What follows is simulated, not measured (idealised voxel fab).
process module | voxel gate over fins
cross-section cut | 210 nm wide | cells 5 nm
A cross-section is a grid of square cells, given in bands from the top down. A band is one or more rows of cells.
Each band's line starts with the height of the band's top and of its bottom, in nm. Then come its materials from left to right, each with its width in nm. One material with "throughout" fills the band from edge to edge. "air" is empty space.
Height 0 is the level under which the wafer as received is all one material. The lowest band goes on downwards, as in "0 down".
A width such as "30 to 40" changes by the same amount from each row of cells to the next, from the band's top row to its bottom row.
"no change" after a step means that no cell of the cross-section changed.
closed voids: empty space of 8 cells or more with no open way to the top, each as width x height at its distance from the left edge, in nm
after a step's settings: what the simulator itself notes on the step
overlay nm, on a step with a mask: how far to the right of its planned place the mask lay; to the left if negative
plan
1 op RECEIVE | material Si
2 op CONFORMAL_DEP | material SiN | thk nm 10
3 op DIRECTIONAL_DEP | material aC | thk nm 15
4 op PATTERN | tone cover | mask id FINS | material resist | width nm 15 | pitch nm 45 | thk nm 35 | overlay nm -15
5 op DIRECTIONAL_ETCH | etch materials aC | depth nm 15
6 op STRIP | etch materials resist
7 op DIRECTIONAL_ETCH | etch materials SiN | depth nm 10
8 op DIRECTIONAL_ETCH | etch materials Si | depth nm 35
9 op STRIP | etch materials aC
10 op FILL_DEP | material SiO2 | thk nm 15
11 op CMP | height nm 10
12 op SELECTIVE_ETCH | etch materials SiO2 | depth nm 25
13 op STRIP | etch materials SiN
14 op CONFORMAL_DEP | material HfO2 | thk nm 5
15 op CONFORMAL_DEP | material TiN | thk nm 5
16 op CONFORMAL_DEP | material TiAl | thk nm 5
17 op CONFORMAL_DEP | material TiN | thk nm 5
18 op FILL_DEP | material W | thk nm 10
19 op CMP | height nm 25
20 op CONFORMAL_DEP | material SiCN | thk nm 5
varied across the wafers: overlay nm of step 4. The plan shows the first wafer's value. All wafers start alike
first wafer as received, after step 1
  0 down: Si throughout
  closed voids: none
first wafer at the end, after step 20
  30 to 25: SiCN throughout
  25 to 20: W throughout
  20 to 15: W 15 | TiN 145 | W 50
  15 to 10: W 15 | TiN 5 | TiAl 135 | TiN 5 | W 50
  10 to 5: W 15 | TiN 5 | TiAl 5 | TiN 35 | TiAl 10 | TiN 35 | TiAl 10 | TiN 35 | TiAl 5 | TiN 5 | W 50
  5 to 0: TiN 20 | TiAl 5 | TiN 5 | HfO2 25 | TiN 5 | TiAl 10 | TiN 5 | HfO2 25 | TiN 5 | TiAl 10 | TiN 5 | HfO2 25 | TiN 5 | TiAl 5 | TiN 55
  0 to -5: TiAl 25 | TiN 5 | HfO2 5 | Si 15 | HfO2 5 | TiN 5 | TiAl 10 | TiN 5 | HfO2 5 | Si 15 | HfO2 5 | TiN 5 | TiAl 10 | TiN 5 | HfO2 5 | Si 15 | HfO2 5 | TiN 5 | TiAl 60
  -5 to -10: TiN 30 | HfO2 5 | Si 15 | HfO2 5 | TiN 20 | HfO2 5 | Si 15 | HfO2 5 | TiN 20 | HfO2 5 | Si 15 | HfO2 5 | TiN 65
  -10 to -15: HfO2 35 | Si 15 | HfO2 30 | Si 15 | HfO2 30 | Si 15 | HfO2 70
  -15 to -35: SiO2 35 | Si 15 | SiO2 30 | Si 15 | SiO2 30 | Si 15 | SiO2 70
  -35 down: Si throughout
  closed voids: none
last wafer at the end
  30 to 25: SiCN throughout
  25 to 20: W throughout
  20 to 15: W 45 | TiN 145 | W 20
  15 to 10: W 45 | TiN 5 | TiAl 135 | TiN 5 | W 20
  10 to 5: W 45 | TiN 5 | TiAl 5 | TiN 35 | TiAl 10 | TiN 35 | TiAl 10 | TiN 35 | TiAl 5 | TiN 5 | W 20
  5 to 0: TiN 50 | TiAl 5 | TiN 5 | HfO2 25 | TiN 5 | TiAl 10 | TiN 5 | HfO2 25 | TiN 5 | TiAl 10 | TiN 5 | HfO2 25 | TiN 5 | TiAl 5 | TiN 25
  0 to -5: TiAl 55 | TiN 5 | HfO2 5 | Si 15 | HfO2 5 | TiN 5 | TiAl 10 | TiN 5 | HfO2 5 | Si 15 | HfO2 5 | TiN 5 | TiAl 10 | TiN 5 | HfO2 5 | Si 15 | HfO2 5 | TiN 5 | TiAl 30
  -5 to -10: TiN 60 | HfO2 5 | Si 15 | HfO2 5 | TiN 20 | HfO2 5 | Si 15 | HfO2 5 | TiN 20 | HfO2 5 | Si 15 | HfO2 5 | TiN 35
  -10 to -15: HfO2 65 | Si 15 | HfO2 30 | Si 15 | HfO2 30 | Si 15 | HfO2 40
  -15 to -35: SiO2 65 | Si 15 | SiO2 30 | Si 15 | SiO2 30 | Si 15 | SiO2 40
  -35 down: Si throughout
  closed voids: none
each wafer at the end: cells of each material gained (+) or lost (-) since it was received, then its closed voids
overlay nm -15 | +60 HfO2 | -231 Si | +42 SiCN | +132 SiO2 | +60 TiAl | +108 TiN | +81 W | closed voids: none
overlay nm -10 | +60 HfO2 | -231 Si | +42 SiCN | +132 SiO2 | +60 TiAl | +108 TiN | +81 W | closed voids: none
overlay nm -5 | +60 HfO2 | -231 Si | +42 SiCN | +132 SiO2 | +60 TiAl | +108 TiN | +81 W | closed voids: none
overlay nm 0 | +60 HfO2 | -231 Si | +42 SiCN | +132 SiO2 | +60 TiAl | +108 TiN | +81 W | closed voids: none
overlay nm 5 | +60 HfO2 | -231 Si | +42 SiCN | +132 SiO2 | +60 TiAl | +108 TiN | +81 W | closed voids: none
overlay nm 10 | +60 HfO2 | -231 Si | +42 SiCN | +132 SiO2 | +60 TiAl | +108 TiN | +81 W | closed voids: none
overlay nm 15 | +60 HfO2 | -231 Si | +42 SiCN | +132 SiO2 | +60 TiAl | +108 TiN | +81 W | closed voids: none
